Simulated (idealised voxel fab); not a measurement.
Title: Process Module voxel tone inversion
cross-section cut | 250 nm wide | cells 5 nm
When this document writes out a cross-section, it uses a grid of square cells and lists it as bands, beginning at the top and moving down, with a band standing for one or more rows of cells. Top, bottom (nm), then materials left to right with widths (nm); lone material tagged "throughout" fills the whole band edge to edge; "blank" = empty space. We count height from 0. Below that, the starting wafer is all one material. The lowest band never ends at the bottom but goes on down; see "top 0, no bottom" for how that is written. So if you see something like "30->40" for the width, read it as the top row of the band sitting at the first number and the bottom row at the second, with every row in between moving by the same amount as the last. It should be understood that the words "no alteration", when stated for a given step, signify that the cross-section underwent no change in any of its cells during that step. For the entry "Sealed void inventory", the listed items are empty spaces with no open way to the top whose size is 8 cells or more; each item follows the pattern width x height at distance, where distance is from the left edge and all three are in nm. On each step's line, the part that comes after the settings is the simulator's own comment on the step. On any step carrying a mask, the "overlay nm" setting, if present on the step's line, tells how far right of its planned place the mask lay; negative values point to the left. Each of the pairs that make up the rest of this document says: here is the cross-section before one process step, here is the cross-section after it, drawn only down to the lowest band that changed, and here, under the pair, is the step lying between them with its settings. Different pairs may come from different runs of this module on the same starting wafer, so a pair continues from the pair above it only where its entry headed "Pre-process cross-section" says so.
# Pre-process cross-section
    top 35, bottom 10: 70 of polySi, 15 of SiO2, 30 of polySi, 15 of SiO2, 30 of polySi, 15 of SiO2, 75 of polySi
    top 10, bottom 0: SiN throughout
    top 0, no bottom: Si throughout
    Sealed void inventory: none
# Resulting Cross-Section
    top 35, bottom 10: 70 of blank, 15 of SiO2, 30 of blank, 15 of SiO2, 30 of blank, 15 of SiO2, 75 of blank
    Everything below 10 is unchanged.
    Sealed void inventory: none
Which step turns the before cross-section above into the after cross-section? STRIP, etch materials polySi
Pre-process cross-section: taken from the pair above, after panel.
# Resulting Cross-Section
    top 40, bottom 35: 65 of blank, 25 of TiN, 20 of blank, 25 of TiN, 20 of blank, 25 of TiN, 70 of blank
    top 35, bottom 15: 65 of blank, 5 of TiN, 15 of SiO2, 5 of TiN, 20 of blank, 5 of TiN, 15 of SiO2, 5 of TiN, 20 of blank, 5 of TiN, 15 of SiO2, 5 of TiN, 70 of blank
    top 15, bottom 10: 70 of TiN, 15 of SiO2, 30 of TiN, 15 of SiO2, 30 of TiN, 15 of SiO2, 75 of TiN
    Everything below 10 is unchanged.
    Sealed void inventory: none
Which step turns the before cross-section above into the after cross-section? CONFORMAL_DEP, material TiN, thk nm 5
Pre-process cross-section: taken from the pair above, after panel.
# Resulting Cross-Section
    top 50, bottom 40: Ru throughout
    top 40, bottom 35: 65 of Ru, 25 of TiN, 20 of Ru, 25 of TiN, 20 of Ru, 25 of TiN, 70 of Ru
    top 35, bottom 15: 65 of Ru, 5 of TiN, 15 of SiO2, 5 of TiN, 20 of Ru, 5 of TiN, 15 of SiO2, 5 of TiN, 20 of Ru, 5 of TiN, 15 of SiO2, 5 of TiN, 70 of Ru
    Everything below 15 is unchanged.
    Sealed void inventory: none
Which step turns the before cross-section above into the after cross-section? FILL_DEP, material Ru, thk nm 10
Pre-process cross-section: taken from the pair above, after panel.
# Resulting Cross-Section
    top 35, bottom 15: 65 of Ru, 5 of TiN, 15 of SiO2, 5 of TiN, 20 of Ru, 5 of TiN, 15 of SiO2, 5 of TiN, 20 of Ru, 5 of TiN, 15 of SiO2, 5 of TiN, 70 of Ru
    Everything below 15 is unchanged.
    Sealed void inventory: none
Which step turns the before cross-section above into the after cross-section? CMP, height nm 35
Pre-process cross-section: taken from the pair above, after panel.
# Resulting Cross-Section
    top 40, bottom 35: SiN throughout
    Everything below 35 is unchanged.
    Sealed void inventory: none
Which step turns the before cross-section above into the after cross-section? CONFORMAL_DEP, material SiN, thk nm 5
